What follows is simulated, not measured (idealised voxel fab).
Process module in this document: voxel ribs on slabs
In the cross-section labelled cut, the width is 290 nm and each square cell is 5 nm.
Cross-section format: a grid of square cells, given as bands from top to bottom; each band is one or more rows of cells. Within each band entry, the heights of the top and of the bottom of the band appear first, in that order and in nm; the materials of the band then follow from left to right, each with its corresponding width in nm. The designation "everywhere" on a single material indicates that it fills the band from edge to edge; the designation "empty" indicates empty space. Height 0 is the level under which the wafer as received is all one material. The lowest band goes on downwards, as in "z 0 and below". Note: "30..40" means the width goes from the first number (top row of the band) to the second number (bottom row) in equal steps per row of cells. When a step is marked "nothing changed", none of the cells in the cross-section changed during that step. The entry "Sealed void inventory" lists the empty spaces that cover at least 8 cells and have no open path to the top. Each is written as width x height at distance, where the distance is measured from the left edge and all three values are in nm. On a step's line, text after the settings is the simulator commenting on that step. "overlay nm", when on a step's line for a step with a mask, measures how far to the right of its planned place the mask lay; a negative measure means to the left.
-- Planned process steps
| 1 | RECEIVE | material Si |
| 2 | DIRECTIONAL_DEP | material SiO2 | thk nm 25 |
| 3 | DIRECTIONAL_DEP | material SiN | thk nm 20 |
| 4 | DIRECTIONAL_DEP | material aC | thk nm 10 |
| 5 | PATTERN | tone cover | mask id RIB | material resist | width nm 30 | thk nm 30 | overlay nm 0 |
| 6 | DIRECTIONAL_ETCH | etch materials aC | depth nm 10 |
| 7 | STRIP | etch materials resist |
| 8 | DIRECTIONAL_ETCH | etch materials SiN | depth nm 5 |
| 9 | STRIP | etch materials aC |
| 10 | PATTERN | tone cover | mask id SLAB | material resist | width nm 90 | thk nm 15 | overlay nm 0 |
| 11 | DIRECTIONAL_ETCH | etch materials SiN | depth nm 15 |
| 12 | STRIP | etch materials resist |
| 13 | FILL_DEP | material SiO2 | thk nm 20 |
| 14 | CMP | height nm 60 |
| 15 | DIRECTIONAL_DEP | material TiN | thk nm 10 |
| 16 | DIRECTIONAL_DEP | material aC | thk nm 10 |
| 17 | PATTERN | tone cover | mask id HEATER | material resist | width nm 40 | thk nm 25 | overlay nm 0 |
| 18 | DIRECTIONAL_ETCH | etch materials aC | depth nm 10 |
| 19 | STRIP | etch materials resist |
| 20 | DIRECTIONAL_ETCH | etch materials TiN | depth nm 10 |
| 21 | STRIP | etch materials aC |
| 22 | CONFORMAL_DEP | material SiN | thk nm 5 |
-- Concerning the first of two wafers, which was run in accordance with the plan
-- Wafer as received: cross-section following step 1
  z 0 and below | Si everywhere
  Sealed void inventory: none
-- The wafer in cross-section once step 2 is complete
  z 25 to 0 | SiO2 everywhere
  Unchanged below 0.
-- The wafer in cross-section once step 3 is complete
  z 45 to 25 | SiN everywhere
  Unchanged below 25.
-- The wafer in cross-section once step 4 is complete
  z 55 to 45 | aC everywhere
  Unchanged below 45.
-- The wafer in cross-section once step 5 is complete
  z 85 to 55 | 130 nm empty  30 nm resist  130 nm empty
  Unchanged below 55.
-- The wafer in cross-section once step 6 is complete
  z 75 to 55 | 130 nm empty  30 nm resist  130 nm empty
  z 55 to 45 | 130 nm empty  30 nm aC  130 nm empty
  Unchanged below 45.
-- The wafer in cross-section once step 7 is complete
  z 55 to 45 | 130 nm empty  30 nm aC  130 nm empty
  Unchanged below 45.
-- The wafer in cross-section once step 8 is complete
  z 55 to 45 | 130 nm empty  30 nm aC  130 nm empty
  z 45 to 40 | 130 nm empty  30 nm SiN  130 nm empty
  Unchanged below 40.
-- The wafer in cross-section once step 9 is complete
  z 45 to 40 | 130 nm empty  30 nm SiN  130 nm empty
  Unchanged below 40.
-- The wafer in cross-section once step 10 is complete
  z 60 to 45 | 100 nm empty  90 nm resist  100 nm empty
  z 45 to 40 | 100 nm empty  30 nm resist  30 nm SiN  30 nm resist  100 nm empty
  Unchanged below 40.
-- The wafer in cross-section once step 11 is complete
  z 60 to 45 | 100 nm empty  90 nm resist  100 nm empty
  z 45 to 40 | 100 nm empty  30 nm resist  30 nm SiN  30 nm resist  100 nm empty
  z 40 to 25 | 100 nm empty  90 nm SiN  100 nm empty
  Unchanged below 25.
-- The wafer in cross-section once step 12 is complete
  z 45 to 40 | 130 nm empty  30 nm SiN  130 nm empty
  Unchanged below 40.
-- The wafer in cross-section once step 13 is complete
  z 65 to 45 | SiO2 everywhere
  z 45 to 40 | 130 nm SiO2  30 nm SiN  130 nm SiO2
  z 40 to 25 | 100 nm SiO2  90 nm SiN  100 nm SiO2
  Unchanged below 25.
-- The wafer in cross-section once step 14 is complete
  z 60 to 45 | SiO2 everywhere
  Unchanged below 45.
-- The wafer in cross-section once step 15 is complete
  z 70 to 60 | TiN everywhere
  Unchanged below 60.
-- The wafer in cross-section once step 16 is complete
  z 80 to 70 | aC everywhere
  Unchanged below 70.
-- The wafer in cross-section once step 17 is complete
  z 105 to 80 | 125 nm empty  40 nm resist  125 nm empty
  Unchanged below 80.
-- The wafer in cross-section once step 18 is complete
  z 95 to 80 | 125 nm empty  40 nm resist  125 nm empty
  z 80 to 70 | 125 nm empty  40 nm aC  125 nm empty
  Unchanged below 70.
-- The wafer in cross-section once step 19 is complete
  z 80 to 70 | 125 nm empty  40 nm aC  125 nm empty
  Unchanged below 70.
-- The wafer in cross-section once step 20 is complete
  z 80 to 70 | 125 nm empty  40 nm aC  125 nm empty
  z 70 to 60 | 125 nm empty  40 nm TiN  125 nm empty
  Unchanged below 60.
-- The wafer in cross-section once step 21 is complete
  z 70 to 60 | 125 nm empty  40 nm TiN  125 nm empty
  Unchanged below 60.
-- The wafer in cross-section once step 22 is complete
  z 75 to 70 | 120 nm empty  50 nm SiN  120 nm empty
  z 70 to 65 | 120 nm empty  5 nm SiN  40 nm TiN  5 nm SiN  120 nm empty
  z 65 to 60 | 125 nm SiN  40 nm TiN  125 nm SiN
  Unchanged below 60.
-- Wafer two of two - same starting point, same process plan, one mistake in execution; matches wafer one up to and including step 16
-- Second wafer cross-section, taken as of the time the plan sets for step 17 to be done
  z 105 to 80 | 125 nm resist  40 nm empty  125 nm resist
  Unchanged below 80.
-- Second wafer cross-section, taken as of the time the plan sets for step 18 to be done
  z 95 to 80 | 125 nm resist  40 nm empty  125 nm resist
  z 80 to 70 | 125 nm aC  40 nm empty  125 nm aC
  Unchanged below 70.
-- Second wafer cross-section, taken as of the time the plan sets for step 19 to be done
  z 80 to 70 | 125 nm aC  40 nm empty  125 nm aC
  Unchanged below 70.
-- Second wafer cross-section, taken as of the time the plan sets for step 20 to be done
  z 80 to 70 | 125 nm aC  40 nm empty  125 nm aC
  z 70 to 60 | 125 nm TiN  40 nm empty  125 nm TiN
  Unchanged below 60.
-- Second wafer cross-section, taken as of the time the plan sets for step 21 to be done
  z 70 to 60 | 125 nm TiN  40 nm empty  125 nm TiN
  Unchanged below 60.
-- Second wafer cross-section, taken as of the time the plan sets for step 22 to be done
  z 75 to 70 | 130 nm SiN  30 nm empty  130 nm SiN
  z 70 to 65 | 125 nm TiN  5 nm SiN  30 nm empty  5 nm SiN  125 nm TiN
  z 65 to 60 | 125 nm TiN  40 nm SiN  125 nm TiN
  Unchanged below 60.
The plan and the run diverged here: step 17 went in with a setting other than planned; the actual run was PATTERN | tone open | mask id HEATER | material resist | width nm 40 | thk nm 25 | overlay nm 0
It is noted that, at the conclusion of processing, the second wafer exhibits a higher or lower cell count for certain materials relative to the first: TiN: 84 more
